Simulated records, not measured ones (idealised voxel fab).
Presented below is a process module, voxel gate over fins.
Cross-sectional view cut (width: 215 nm; square cell size: 5 nm).
Cross-section spec: square-cell grid; bands listed top down; each band is one or more rows. For a band, the entry starts with two heights in nm, that of the top and then that of the bottom, and carries on with the band's materials in order from left to right, each alongside its width in nm; the word "full width" beside a single material means it fills the band edge to edge, and "empty" means empty space. The reference from which all heights are counted is 0, the level beneath which the as-received wafer is entirely one material; the lowest band, having no lower bound, proceeds downward and is written after the example "0 nm and below". You'd read "30 to 40" like this: the band's top row of cells is as wide as the first number, its bottom row is as wide as the second, and going down, every row changes width by the same amount as the row before did. "nothing different" (step): cross-section cells unchanged, all of them. Entry "Closed empty spaces". Content: empty spaces with no open connection to the top, size 8 cells or greater. Each: width x height at distance. Distance: from left edge. Unit: nm. If you see something after the settings on a step's line, that's the simulator's own remark about that step. The "overlay nm" setting may appear on a step's line; for a step that uses a mask, it gives how far to the right of its planned position the mask lay, and a negative value indicates the left.

-- Process steps (planned)
1 op RECEIVE | material Si
2 op CONFORMAL_DEP | material SiN | thk nm 10
3 op PATTERN | tone cover | mask id FINS | material resist | width nm 15 | pitch nm 40 | thk nm 15 | overlay nm 0
4 op DIRECTIONAL_ETCH | etch materials SiN | depth nm 10
5 op DIRECTIONAL_ETCH | etch materials Si | depth nm 40
6 op STRIP | etch materials resist
7 op FILL_DEP | material SiO2 | thk nm 15
8 op CMP | height nm 10
9 op SELECTIVE_ETCH | etch materials SiO2 | depth nm 20
10 op STRIP | etch materials SiN
11 op CONFORMAL_DEP | material HfO2 | thk nm 5
12 op CONFORMAL_DEP | material TiN | thk nm 5
13 op CONFORMAL_DEP | material TiAl | thk nm 5
14 op CONFORMAL_DEP | material TiN | thk nm 5
15 op FILL_DEP | material W | thk nm 15
16 op CMP | height nm 30
17 op CONFORMAL_DEP | material SiN | thk nm 10

-- First out of two wafers; run went to plan

-- Cross-section of the incoming wafer, state after step 1
* 0 nm and below | Si full width
* Closed empty spaces: none

-- Cross-sectional representation of the wafer at the conclusion of step 2
* 10 nm to 0 nm | SiN full width
* Everything under 0 stays put, no change at all.

-- Cross-sectional representation of the wafer at the conclusion of step 3
* 25 nm to 10 nm | 40 empty; 15 resist; 25 empty; 15 resist; 25 empty; 15 resist; 25 empty; 15 resist; 40 empty
* Everything under 10 stays put, no change at all.

-- Cross-sectional representation of the wafer at the conclusion of step 4
* 25 nm to 10 nm | 40 empty; 15 resist; 25 empty; 15 resist; 25 empty; 15 resist; 25 empty; 15 resist; 40 empty
* 10 nm to 0 nm | 40 empty; 15 SiN; 25 empty; 15 SiN; 25 empty; 15 SiN; 25 empty; 15 SiN; 40 empty
* Everything under 0 stays put, no change at all.

-- Cross-sectional representation of the wafer at the conclusion of step 5
* 25 nm to 10 nm | 40 empty; 15 resist; 25 empty; 15 resist; 25 empty; 15 resist; 25 empty; 15 resist; 40 empty
* 10 nm to 0 nm | 40 empty; 15 SiN; 25 empty; 15 SiN; 25 empty; 15 SiN; 25 empty; 15 SiN; 40 empty
* 0 nm to -40 nm | 40 empty; 15 Si; 25 empty; 15 Si; 25 empty; 15 Si; 25 empty; 15 Si; 40 empty
* Everything under -40 stays put, no change at all.

-- Cross-sectional representation of the wafer at the conclusion of step 6
* 10 nm to 0 nm | 40 empty; 15 SiN; 25 empty; 15 SiN; 25 empty; 15 SiN; 25 empty; 15 SiN; 40 empty
* Everything under 0 stays put, no change at all.

-- Cross-sectional representation of the wafer at the conclusion of step 7
* 25 nm to 10 nm | SiO2 full width
* 10 nm to 0 nm | 40 SiO2; 15 SiN; 25 SiO2; 15 SiN; 25 SiO2; 15 SiN; 25 SiO2; 15 SiN; 40 SiO2
* 0 nm to -40 nm | 40 SiO2; 15 Si; 25 SiO2; 15 Si; 25 SiO2; 15 Si; 25 SiO2; 15 Si; 40 SiO2
* Everything under -40 stays put, no change at all.

-- Cross-sectional representation of the wafer at the conclusion of step 8
* 10 nm to 0 nm | 40 SiO2; 15 SiN; 25 SiO2; 15 SiN; 25 SiO2; 15 SiN; 25 SiO2; 15 SiN; 40 SiO2
* Everything under 0 stays put, no change at all.

-- Cross-sectional representation of the wafer at the conclusion of step 9
* 10 nm to 0 nm | 40 empty; 15 SiN; 25 empty; 15 SiN; 25 empty; 15 SiN; 25 empty; 15 SiN; 40 empty
* 0 nm to -10 nm | 40 empty; 15 Si; 25 empty; 15 Si; 25 empty; 15 Si; 25 empty; 15 Si; 40 empty
* Everything under -10 stays put, no change at all.

-- Cross-sectional representation of the wafer at the conclusion of step 10
* 0 nm to -10 nm | 40 empty; 15 Si; 25 empty; 15 Si; 25 empty; 15 Si; 25 empty; 15 Si; 40 empty
* Everything under -10 stays put, no change at all.

-- Cross-sectional representation of the wafer at the conclusion of step 11
* 5 nm to 0 nm | 35 empty; 25 HfO2; 15 empty; 25 HfO2; 15 empty; 25 HfO2; 15 empty; 25 HfO2; 35 empty
* 0 nm to -5 nm | 35 empty; 5 HfO2; 15 Si; 5 HfO2; 15 empty; 5 HfO2; 15 Si; 5 HfO2; 15 empty; 5 HfO2; 15 Si; 5 HfO2; 15 empty; 5 HfO2; 15 Si; 5 HfO2; 35 empty
* -5 nm to -10 nm | 40 HfO2; 15 Si; 25 HfO2; 15 Si; 25 HfO2; 15 Si; 25 HfO2; 15 Si; 40 HfO2
* Everything under -10 stays put, no change at all.

-- Cross-sectional representation of the wafer at the conclusion of step 12
* 10 nm to 5 nm | 30 empty; 35 TiN; 5 empty; 35 TiN; 5 empty; 35 TiN; 5 empty; 35 TiN; 30 empty
* 5 nm to 0 nm | 30 empty; 5 TiN; 25 HfO2; 5 TiN; 5 empty; 5 TiN; 25 HfO2; 5 TiN; 5 empty; 5 TiN; 25 HfO2; 5 TiN; 5 empty; 5 TiN; 25 HfO2; 5 TiN; 30 empty
* 0 nm to -5 nm | 35 TiN; 5 HfO2; 15 Si; 5 HfO2; 15 TiN; 5 HfO2; 15 Si; 5 HfO2; 15 TiN; 5 HfO2; 15 Si; 5 HfO2; 15 TiN; 5 HfO2; 15 Si; 5 HfO2; 35 TiN
* Everything under -5 stays put, no change at all.

-- Cross-sectional representation of the wafer at the conclusion of step 13
* 15 nm to 10 nm | 25 empty; 165 TiAl; 25 empty
* 10 nm to 5 nm | 25 empty; 5 TiAl; 35 TiN; 5 TiAl; 35 TiN; 5 TiAl; 35 TiN; 5 TiAl; 35 TiN; 5 TiAl; 25 empty
* 5 nm to 0 nm | 30 TiAl; 5 TiN; 25 HfO2; 5 TiN; 5 TiAl; 5 TiN; 25 HfO2; 5 TiN; 5 TiAl; 5 TiN; 25 HfO2; 5 TiN; 5 TiAl; 5 TiN; 25 HfO2; 5 TiN; 30 TiAl
* Everything under 0 stays put, no change at all.

-- Cross-sectional representation of the wafer at the conclusion of step 14
* 20 nm to 15 nm | 20 empty; 175 TiN; 20 empty
* 15 nm to 10 nm | 20 empty; 5 TiN; 165 TiAl; 5 TiN; 20 empty
* 10 nm to 5 nm | 25 TiN; 5 TiAl; 35 TiN; 5 TiAl; 35 TiN; 5 TiAl; 35 TiN; 5 TiAl; 35 TiN; 5 TiAl; 25 TiN
* Everything under 5 stays put, no change at all.

-- Cross-sectional representation of the wafer at the conclusion of step 15
* 35 nm to 20 nm | W full width
* 20 nm to 15 nm | 20 W; 175 TiN; 20 W
* 15 nm to 10 nm | 20 W; 5 TiN; 165 TiAl; 5 TiN; 20 W
* Everything under 10 stays put, no change at all.

-- Cross-sectional representation of the wafer at the conclusion of step 16
* 30 nm to 20 nm | W full width
* Everything under 20 stays put, no change at all.

-- Cross-sectional representation of the wafer at the conclusion of step 17
* 40 nm to 30 nm | SiN full width
* Everything under 30 stays put, no change at all.

-- The second wafer was prepared from the same starting point and under the same plan as the first; its processing contained one mistake, and it remains indistinguishable from the first wafer up to and including step 2

-- Planned end of step 3: second wafer, cross-section
* 25 nm to 10 nm | 40 resist; 15 empty; 25 resist; 15 empty; 25 resist; 15 empty; 25 resist; 15 empty; 40 resist
* Everything under 10 stays put, no change at all.

-- Planned end of step 4: second wafer, cross-section
* 25 nm to 10 nm | 40 resist; 15 empty; 25 resist; 15 empty; 25 resist; 15 empty; 25 resist; 15 empty; 40 resist
* 10 nm to 0 nm | 40 SiN; 15 empty; 25 SiN; 15 empty; 25 SiN; 15 empty; 25 SiN; 15 empty; 40 SiN
* Everything under 0 stays put, no change at all.

-- Planned end of step 5: second wafer, cross-section
* 25 nm to 10 nm | 40 resist; 15 empty; 25 resist; 15 empty; 25 resist; 15 empty; 25 resist; 15 empty; 40 resist
* 10 nm to 0 nm | 40 SiN; 15 empty; 25 SiN; 15 empty; 25 SiN; 15 empty; 25 SiN; 15 empty; 40 SiN
* 0 nm to -40 nm | 40 Si; 15 empty; 25 Si; 15 empty; 25 Si; 15 empty; 25 Si; 15 empty; 40 Si
* Everything under -40 stays put, no change at all.

-- Planned end of step 6: second wafer, cross-section
* 10 nm to 0 nm | 40 SiN; 15 empty; 25 SiN; 15 empty; 25 SiN; 15 empty; 25 SiN; 15 empty; 40 SiN
* Everything under 0 stays put, no change at all.

-- Planned end of step 7: second wafer, cross-section
* 25 nm to 10 nm | SiO2 full width
* 10 nm to 0 nm | 40 SiN; 15 SiO2; 25 SiN; 15 SiO2; 25 SiN; 15 SiO2; 25 SiN; 15 SiO2; 40 SiN
* 0 nm to -40 nm | 40 Si; 15 SiO2; 25 Si; 15 SiO2; 25 Si; 15 SiO2; 25 Si; 15 SiO2; 40 Si
* Everything under -40 stays put, no change at all.

-- Planned end of step 8: second wafer, cross-section
* 10 nm to 0 nm | 40 SiN; 15 SiO2; 25 SiN; 15 SiO2; 25 SiN; 15 SiO2; 25 SiN; 15 SiO2; 40 SiN
* Everything under 0 stays put, no change at all.

-- Planned end of step 9: second wafer, cross-section
* 10 nm to 0 nm | 40 SiN; 15 empty; 25 SiN; 15 empty; 25 SiN; 15 empty; 25 SiN; 15 empty; 40 SiN
* 0 nm to -10 nm | 40 Si; 15 empty; 25 Si; 15 empty; 25 Si; 15 empty; 25 Si; 15 empty; 40 Si
* Everything under -10 stays put, no change at all.

-- Planned end of step 10: second wafer, cross-section
* 0 nm to -10 nm | 40 Si; 15 empty; 25 Si; 15 empty; 25 Si; 15 empty; 25 Si; 15 empty; 40 Si
* Everything under -10 stays put, no change at all.

-- Planned end of step 11: second wafer, cross-section
* 5 nm to 0 nm | 45 HfO2; 5 empty; 35 HfO2; 5 empty; 35 HfO2; 5 empty; 35 HfO2; 5 empty; 45 HfO2
* 0 nm to -5 nm | 40 Si; 5 HfO2; 5 empty; 5 HfO2; 25 Si; 5 HfO2; 5 empty; 5 HfO2; 25 Si; 5 HfO2; 5 empty; 5 HfO2; 25 Si; 5 HfO2; 5 empty; 5 HfO2; 40 Si
* -5 nm to -10 nm | 40 Si; 15 HfO2; 25 Si; 15 HfO2; 25 Si; 15 HfO2; 25 Si; 15 HfO2; 40 Si
* Everything under -10 stays put, no change at all.

-- Planned end of step 12: second wafer, cross-section
* 10 nm to 5 nm | TiN full width
* 5 nm to 0 nm | 45 HfO2; 5 TiN; 35 HfO2; 5 TiN; 35 HfO2; 5 TiN; 35 HfO2; 5 TiN; 45 HfO2
* 0 nm to -5 nm | 40 Si; 5 HfO2; 5 TiN; 5 HfO2; 25 Si; 5 HfO2; 5 TiN; 5 HfO2; 25 Si; 5 HfO2; 5 TiN; 5 HfO2; 25 Si; 5 HfO2; 5 TiN; 5 HfO2; 40 Si
* Everything under -5 stays put, no change at all.

-- Planned end of step 13: second wafer, cross-section
* 15 nm to 10 nm | TiAl full width
* Everything under 10 stays put, no change at all.

-- Planned end of step 14: second wafer, cross-section
* 20 nm to 15 nm | TiN full width
* Everything under 15 stays put, no change at all.

-- Planned end of step 15: second wafer, cross-section
* 35 nm to 20 nm | W full width
* Everything under 20 stays put, no change at all.

-- Planned end of step 16: second wafer, cross-section
* 30 nm to 20 nm | W full width
* Everything under 20 stays put, no change at all.

-- Planned end of step 17: second wafer, cross-section
* 40 nm to 30 nm | SiN full width
* Everything under 30 stays put, no change at all.
Error vs. plan: step 3 was processed under conditions differing from the plan, specifically as op PATTERN | tone open | mask id FINS | material resist | width nm 15 | pitch nm 40 | thk nm 15 | overlay nm 0
Cell-count delta at end, second wafer over first, by material: Si +152; SiO2 -114; TiAl -10; TiN -12; W -16
